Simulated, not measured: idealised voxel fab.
process module | voxel capacitor over wiring
cross-section cut | 165 nm wide | cells 5 nm
A cross-section is a grid of square cells, given in bands from the top down. A band is one or more rows of cells.
Each band's line starts with the height of the band's top and of its bottom, in nm. Then come its materials from left to right, each with its width in nm. One material with "throughout" fills the band from edge to edge. "air" is empty space.
Height 0 is the level under which the wafer as received is all one material. The lowest band goes on downwards, as in "0 down".
A width such as "30 to 40" changes by the same amount from each row of cells to the next, from the band's top row to its bottom row.
"no change" after a step means that no cell of the cross-section changed.
closed voids: empty space of 8 cells or more with no open way to the top, each as width x height at its distance from the left edge, in nm
after a step's settings: what the simulator itself notes on the step
overlay nm, on a step with a mask: how far to the right of its planned place the mask lay; to the left if negative
plan
1 op RECEIVE | material Si
2 op CONFORMAL_DEP | material SiO2 | thk nm 10
3 op DIRECTIONAL_DEP | material TiN | thk nm 5
4 op DIRECTIONAL_DEP | material W | thk nm 25
5 op PATTERN | tone cover | mask id METAL_1 | material resist | width nm 30 | pitch nm 90 | thk nm 20 | overlay nm 0
6 op DIRECTIONAL_ETCH | etch materials W | depth nm 25
7 op DIRECTIONAL_ETCH | etch materials TiN | depth nm 5
8 op STRIP | etch materials resist
9 op FILL_DEP | material lowk | thk nm 10
10 op CMP | height nm 40
11 op CONFORMAL_DEP | material SiCN | thk nm 5
12 op DIRECTIONAL_DEP | material lowk | thk nm 10
13 op MASKED_ETCH | tone open | mask id PLUG_1 | width nm 15 | etch materials lowk | depth nm 10 | overlay nm 0
14 op MASKED_ETCH | tone open | mask id PLUG_1 | width nm 15 | etch materials SiCN | depth nm 5 | overlay nm 0
15 op CONFORMAL_DEP | material TiN | thk nm 5
16 op FILL_DEP | material Ru | thk nm 5
17 op CMP | height nm 55
18 op DIRECTIONAL_DEP | material TiN | thk nm 10
19 op DIRECTIONAL_DEP | material SiN | thk nm 5
20 op DIRECTIONAL_DEP | material TiN | thk nm 10
21 op DIRECTIONAL_DEP | material aC | thk nm 15
22 op PATTERN | tone cover | mask id UPPER_PLATE | material resist | width nm 65 | thk nm 35 | overlay nm 0
23 op DIRECTIONAL_ETCH | etch materials aC | depth nm 15
24 op STRIP | etch materials resist
25 op DIRECTIONAL_ETCH | etch materials TiN | depth nm 10
26 op DIRECTIONAL_ETCH | etch materials SiN | depth nm 5
27 op STRIP | etch materials aC
28 op MASKED_ETCH | tone cover | mask id LOWER_PLATE | width nm 75 | etch materials TiN | depth nm 10 | overlay nm 0
29 op FILL_DEP | material SiO2 | thk nm 20
30 op CMP | height nm 95
31 op PATTERN | tone open | mask id PLUG_2 | material resist | width nm 15 | thk nm 20 | overlay nm 0
32 op DIRECTIONAL_ETCH | etch materials SiO2 | depth nm 15
33 op STRIP | etch materials resist
34 op CONFORMAL_DEP | material TiN | thk nm 5
35 op FILL_DEP | material Ru | thk nm 10
36 op CMP | height nm 95
37 op CONFORMAL_DEP | material SiN | thk nm 5
as received, after step 1
  0 down: Si throughout
  closed voids: none
a wafer at the end: this start, this plan, one mistake
  100 to 95: SiN throughout
  95 to 85: SiO2 45 | TiN 5 | Ru 5 | TiN 5 | SiO2 105
  85 to 80: SiO2 45 | TiN 15 | SiO2 105
  80 to 70: SiO2 35 | TiN 65 | SiO2 65
  70 to 65: SiO2 35 | SiN 65 | SiO2 65
  65 to 55: SiO2 30 | TiN 75 | SiO2 60
  55 to 50: Ru 30 | TiN 5 | lowk 15 | TiN 5 | Ru 110
  50 to 45: TiN 35 | lowk 15 | TiN 115
  45 to 40: SiCN throughout
  40 to 15: lowk 20 | W 30 | lowk 60 | W 30 | lowk 25
  15 to 10: lowk 20 | TiN 30 | lowk 60 | TiN 30 | lowk 25
  10 to 0: SiO2 throughout
  0 down: Si throughout
  closed voids: none
what went wrong: step 13 ran as: op MASKED_ETCH | tone cover | mask id PLUG_1 | width nm 15 | etch materials lowk | depth nm 10 | overlay nm 0
